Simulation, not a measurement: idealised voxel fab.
You're looking at the process module voxel trench capacitor.
Section cut is 250 nm wide and gridded with 5 nm square cells.
Throughout this document, each cross-section is represented as a grid of square cells and is presented as a sequence of bands enumerated from the top downward, where a band comprises one or more rows of cells.
Quick guide to a band line: top height, bottom height (nm) up front; then every material left to right with its width in nm. Only one material and it's marked "everywhere"? Then it fills the band edge to edge. And "blank" just means empty space.
A quick word on heights: they are counted from 0, and under that level the wafer as it came to us is one material throughout. The lowest band is different from the rest in having no bottom; it simply continues downward, written as in "0..down".
The notation "30..40" denotes a width that varies across the rows of cells in the band, beginning at the first number in the top row, finishing at the second number in the bottom row, and changing by an identical amount from each row to the next.
Take "same as before" at face value: in the step it is given for, the cross-section changed in none of its cells.
Voids not open to the top, 8 cells minimum: see "Unvented internal voids". Written width x height at distance; distance is from the left edge; nm.
after a step's settings: what the simulator itself notes on the step
For masked steps, "overlay nm" on the step line gives how far right of plan the mask actually lay; a minus sign means it lay to the left.

# Steps in the process plan
1 RECEIVE,material Si
2 CONFORMAL_DEP,material SiN,thk nm 5
3 DIRECTIONAL_DEP,material aC,thk nm 10
4 PATTERN,tone open,mask id TRENCH,material resist,width nm 20,pitch nm 40,thk nm 25,overlay nm -15
5 DIRECTIONAL_ETCH,etch materials aC,depth nm 10
6 STRIP,etch materials resist
7 DIRECTIONAL_ETCH,etch materials SiN,depth nm 5
8 DIRECTIONAL_ETCH,etch materials Si,depth nm 35
9 STRIP,etch materials aC
10 CONFORMAL_DEP,material SiO2,thk nm 5
11 FILL_DEP,material polySi,thk nm 5
12 CMP,height nm 5
The wafers in this document start out alike and differ in the overlay nm applied at step 4; the plan shows the value used for the first wafer.

# Cross-section of the first of several wafers as received (after step 1)
* 0..down: Si everywhere
* Unvented internal voids: none

# Quick look at the cross-section of the first of several wafers after step 12, which wraps up the module
* 5..0: SiN (60) / SiO2 (5) / polySi (10) / SiO2 (5) / SiN (20) / SiO2 (5) / polySi (10) / SiO2 (5) / SiN (20) / SiO2 (5) / polySi (10) / SiO2 (5) / SiN (90)
* 0..-30: Si (60) / SiO2 (5) / polySi (10) / SiO2 (5) / Si (20) / SiO2 (5) / polySi (10) / SiO2 (5) / Si (20) / SiO2 (5) / polySi (10) / SiO2 (5) / Si (90)
* -30..-35: Si (60) / SiO2 (20) / Si (20) / SiO2 (20) / Si (20) / SiO2 (20) / Si (90)
* -35..down: Si everywhere
* Unvented internal voids: none

# At the end of the module, the last of several wafers in cross-section
* 5..0: SiN (90) / SiO2 (5) / polySi (10) / SiO2 (5) / SiN (20) / SiO2 (5) / polySi (10) / SiO2 (5) / SiN (20) / SiO2 (5) / polySi (10) / SiO2 (5) / SiN (60)
* 0..-30: Si (90) / SiO2 (5) / polySi (10) / SiO2 (5) / Si (20) / SiO2 (5) / polySi (10) / SiO2 (5) / Si (20) / SiO2 (5) / polySi (10) / SiO2 (5) / Si (60)
* -30..-35: Si (90) / SiO2 (20) / Si (20) / SiO2 (20) / Si (20) / SiO2 (20) / Si (60)
* -35..down: Si everywhere
* Unvented internal voids: none

# Every row in this table is a wafer at the end of the module, and it gives, for each of the materials, the cells that wafer has gained (+) or lost (-) since it was received, then its closed voids
overlay nm -15, -84 Si, +38 SiN, +54 SiO2, +42 polySi, Unvented internal voids: none
overlay nm -10, -84 Si, +38 SiN, +54 SiO2, +42 polySi, Unvented internal voids: none
overlay nm -5, -84 Si, +38 SiN, +54 SiO2, +42 polySi, Unvented internal voids: none
overlay nm 0, -84 Si, +38 SiN, +54 SiO2, +42 polySi, Unvented internal voids: none
overlay nm 5, -84 Si, +38 SiN, +54 SiO2, +42 polySi, Unvented internal voids: none
overlay nm 10, -84 Si, +38 SiN, +54 SiO2, +42 polySi, Unvented internal voids: none
overlay nm 15, -84 Si, +38 SiN, +54 SiO2, +42 polySi, Unvented internal voids: none
